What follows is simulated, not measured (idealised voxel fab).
You're looking at the process module voxel wiring stack.
The width of the displayed cross-section, cut, is 210 nm; its cells are square, with a size of 5 nm.
For the purposes of this document, a cross-section shall be understood as a grid of square cells, specified as bands listed in top-to-bottom order, each band consisting of one or more rows of cells. For a band, the entry starts with two heights in nm, that of the top and then that of the bottom, and carries on with the band's materials in order from left to right, each alongside its width in nm; the word "throughout" beside a single material means it fills the band edge to edge, and "blank" means empty space. A quick word on heights: they are counted from 0, and under that level the wafer as it came to us is one material throughout. The lowest band is different from the rest in having no bottom; it simply continues downward, written as in "0 down". Note: "30->40" means the width goes from the first number (top row of the band) to the second number (bottom row) in equal steps per row of cells. A step reported as "stayed the same" is a step in which no cell of the cross-section changed. In the "Closed void listing" entry, you get each enclosed empty space of 8 cells or more, one with no open way to the top, written width x height at distance, distance from the left edge, in nm. Post-settings text on a step line: simulator's own remark regarding the step. Regarding "overlay nm": on a step with a mask, it is the distance the mask lay to the right of its planned place; a negative value places it to the left.

LISTED BELOW ARE THE PROCESS STEPS AS PLANNED
1,RECEIVE [material Si]
2,CONFORMAL_DEP [material SiO2] [thk nm 15]
3,CONFORMAL_DEP [material SiCN] [thk nm 5]
4,DIRECTIONAL_DEP [material lowk] [thk nm 15]
5,PATTERN [tone open] [mask id METAL_1] [material resist] [width nm 30] [pitch nm 45] [thk nm 15] [overlay nm 0]
6,DIRECTIONAL_ETCH [etch materials lowk] [depth nm 15]
7,DIRECTIONAL_ETCH [etch materials SiCN] [depth nm 5]
8,STRIP [etch materials resist]
9,CONFORMAL_DEP [material TiN] [thk nm 5]
10,FILL_DEP [material W] [thk nm 5]
11,CMP [height nm 35]
12,CONFORMAL_DEP [material SiCN] [thk nm 5]
13,DIRECTIONAL_DEP [material lowk] [thk nm 20]
14,PATTERN [tone open] [mask id PLUG_1] [material resist] [width nm 15] [pitch nm 45] [thk nm 20] [overlay nm 0]
15,DIRECTIONAL_ETCH [etch materials lowk] [depth nm 20]
16,DIRECTIONAL_ETCH [etch materials SiCN] [depth nm 5]
17,STRIP [etch materials resist]
18,CONFORMAL_DEP [material TiN] [thk nm 5]
19,FILL_DEP [material Ru] [thk nm 10]
20,CMP [height nm 60]
21,DIRECTIONAL_DEP [material TiN] [thk nm 5]
22,DIRECTIONAL_DEP [material W] [thk nm 25]
23,DIRECTIONAL_DEP [material aC] [thk nm 10]
24,PATTERN [tone cover] [mask id METAL_2] [material resist] [width nm 30] [pitch nm 45] [thk nm 30] [overlay nm 0]
25,DIRECTIONAL_ETCH [etch materials aC] [depth nm 10]
26,STRIP [etch materials resist]
27,DIRECTIONAL_ETCH [etch materials W] [depth nm 25]
28,DIRECTIONAL_ETCH [etch materials TiN] [depth nm 5]
29,STRIP [etch materials aC]
30,FILL_DEP [material lowk] [thk nm 5]
31,CMP [height nm 90]
32,CONFORMAL_DEP [material SiCN] [thk nm 5]
33,DIRECTIONAL_DEP [material SiO2] [thk nm 35]
34,PATTERN [tone open] [mask id METAL_3_HOLES] [material resist] [width nm 15] [pitch nm 45] [thk nm 20] [overlay nm 0]
35,DIRECTIONAL_ETCH [etch materials SiO2] [depth nm 35]
36,STRIP [etch materials resist]
37,DIRECTIONAL_DEP [material aC] [thk nm 15]
38,PATTERN [tone open] [mask id METAL_3] [material resist] [width nm 30] [pitch nm 45] [thk nm 30] [overlay nm 0]
39,DIRECTIONAL_ETCH [etch materials aC] [depth nm 15]
40,STRIP [etch materials resist]
41,DIRECTIONAL_ETCH [etch materials SiO2] [depth nm 20]
42,DIRECTIONAL_ETCH [etch materials SiCN] [depth nm 5]
43,STRIP [etch materials aC]
44,CONFORMAL_DEP [material TiN] [thk nm 5]
45,FILL_DEP [material Ru] [thk nm 10]
46,CMP [height nm 130]
47,CONFORMAL_DEP [material SiN] [thk nm 5]

AS-RECEIVED WAFER CROSS-SECTION (AFTER STEP 1)
  0 down  Si throughout
  Closed void listing: none

CROSS-SECTION, FIRST OF TWO WAFERS, END OF MODULE, RUN AS PLANNED
  135 to 130  SiN throughout
  130 to 115  SiO2=20 / TiN=5 / Ru=20 / TiN=5 / SiO2=15 / TiN=5 / Ru=20 / TiN=5 / SiO2=15 / TiN=5 / Ru=20 / TiN=5 / SiO2=15 / TiN=5 / Ru=20 / TiN=5 / SiO2=25
  115 to 110  SiO2=20 / TiN=5 / Ru=5 / TiN=20 / SiO2=15 / TiN=5 / Ru=5 / TiN=20 / SiO2=15 / TiN=5 / Ru=5 / TiN=20 / SiO2=15 / TiN=5 / Ru=5 / TiN=20 / SiO2=25
  110 to 95  SiO2=20 / TiN=5 / Ru=5 / TiN=5 / SiO2=30 / TiN=5 / Ru=5 / TiN=5 / SiO2=30 / TiN=5 / Ru=5 / TiN=5 / SiO2=30 / TiN=5 / Ru=5 / TiN=5 / SiO2=40
  95 to 90  SiCN=20 / TiN=15 / SiCN=30 / TiN=15 / SiCN=30 / TiN=15 / SiCN=30 / TiN=15 / SiCN=40
  90 to 65  lowk=20 / W=30 / lowk=15 / W=30 / lowk=15 / W=30 / lowk=15 / W=30 / lowk=25
  65 to 60  lowk=20 / TiN=30 / lowk=15 / TiN=30 / lowk=15 / TiN=30 / lowk=15 / TiN=30 / lowk=25
  60 to 40  lowk=20 / TiN=5 / Ru=5 / TiN=5 / lowk=30 / TiN=5 / Ru=5 / TiN=5 / lowk=30 / TiN=5 / Ru=5 / TiN=5 / lowk=30 / TiN=5 / Ru=5 / TiN=5 / lowk=40
  40 to 35  SiCN=20 / TiN=15 / SiCN=30 / TiN=15 / SiCN=30 / TiN=15 / SiCN=30 / TiN=15 / SiCN=40
  35 to 20  lowk=20 / TiN=5 / W=20 / TiN=5 / lowk=15 / TiN=5 / W=20 / TiN=5 / lowk=15 / TiN=5 / W=20 / TiN=5 / lowk=15 / TiN=5 / W=20 / TiN=5 / lowk=25
  20 to 15  SiCN=20 / TiN=30 / SiCN=15 / TiN=30 / SiCN=15 / TiN=30 / SiCN=15 / TiN=30 / SiCN=25
  15 to 0  SiO2 throughout
  0 down  Si throughout
  Closed void listing: none

CROSS-SECTION OF THE LATTER OF THE TWO WAFERS AT MODULE COMPLETION. IT HAD AN IDENTICAL START AND AN IDENTICAL PLAN TO THE FORMER; IN RUNNING IT, ONE MISTAKE WAS MADE
  150 to 145  SiN throughout
  145 to 135  Ru throughout
  135 to 130  TiN=25 / Ru=20 / TiN=25 / Ru=20 / TiN=25 / Ru=20 / TiN=25 / Ru=20 / TiN=30
  130 to 115  SiO2=20 / TiN=5 / Ru=20 / TiN=5 / SiO2=15 / TiN=5 / Ru=20 / TiN=5 / SiO2=15 / TiN=5 / Ru=20 / TiN=5 / SiO2=15 / TiN=5 / Ru=20 / TiN=5 / SiO2=25
  115 to 110  SiO2=20 / TiN=5 / Ru=5 / TiN=20 / SiO2=15 / TiN=5 / Ru=5 / TiN=20 / SiO2=15 / TiN=5 / Ru=5 / TiN=20 / SiO2=15 / TiN=5 / Ru=5 / TiN=20 / SiO2=25
  110 to 95  SiO2=20 / TiN=5 / Ru=5 / TiN=5 / SiO2=30 / TiN=5 / Ru=5 / TiN=5 / SiO2=30 / TiN=5 / Ru=5 / TiN=5 / SiO2=30 / TiN=5 / Ru=5 / TiN=5 / SiO2=40
  95 to 90  SiCN=20 / TiN=15 / SiCN=30 / TiN=15 / SiCN=30 / TiN=15 / SiCN=30 / TiN=15 / SiCN=40
  90 to 65  lowk=20 / W=30 / lowk=15 / W=30 / lowk=15 / W=30 / lowk=15 / W=30 / lowk=25
  65 to 60  lowk=20 / TiN=30 / lowk=15 / TiN=30 / lowk=15 / TiN=30 / lowk=15 / TiN=30 / lowk=25
  60 to 40  lowk=20 / TiN=5 / Ru=5 / TiN=5 / lowk=30 / TiN=5 / Ru=5 / TiN=5 / lowk=30 / TiN=5 / Ru=5 / TiN=5 / lowk=30 / TiN=5 / Ru=5 / TiN=5 / lowk=40
  40 to 35  SiCN=20 / TiN=15 / SiCN=30 / TiN=15 / SiCN=30 / TiN=15 / SiCN=30 / TiN=15 / SiCN=40
  35 to 20  lowk=20 / TiN=5 / W=20 / TiN=5 / lowk=15 / TiN=5 / W=20 / TiN=5 / lowk=15 / TiN=5 / W=20 / TiN=5 / lowk=15 / TiN=5 / W=20 / TiN=5 / lowk=25
  20 to 15  SiCN=20 / TiN=30 / SiCN=15 / TiN=30 / SiCN=15 / TiN=30 / SiCN=15 / TiN=30 / SiCN=25
  15 to 0  SiO2 throughout
  0 down  Si throughout
  Closed void listing: none
Plan not followed: step 46 in the plan did not get run; it was skipped
Looking at both finished wafers in cells, the second ends up ahead of or behind the first on some materials: Ru +100 | TiN +26
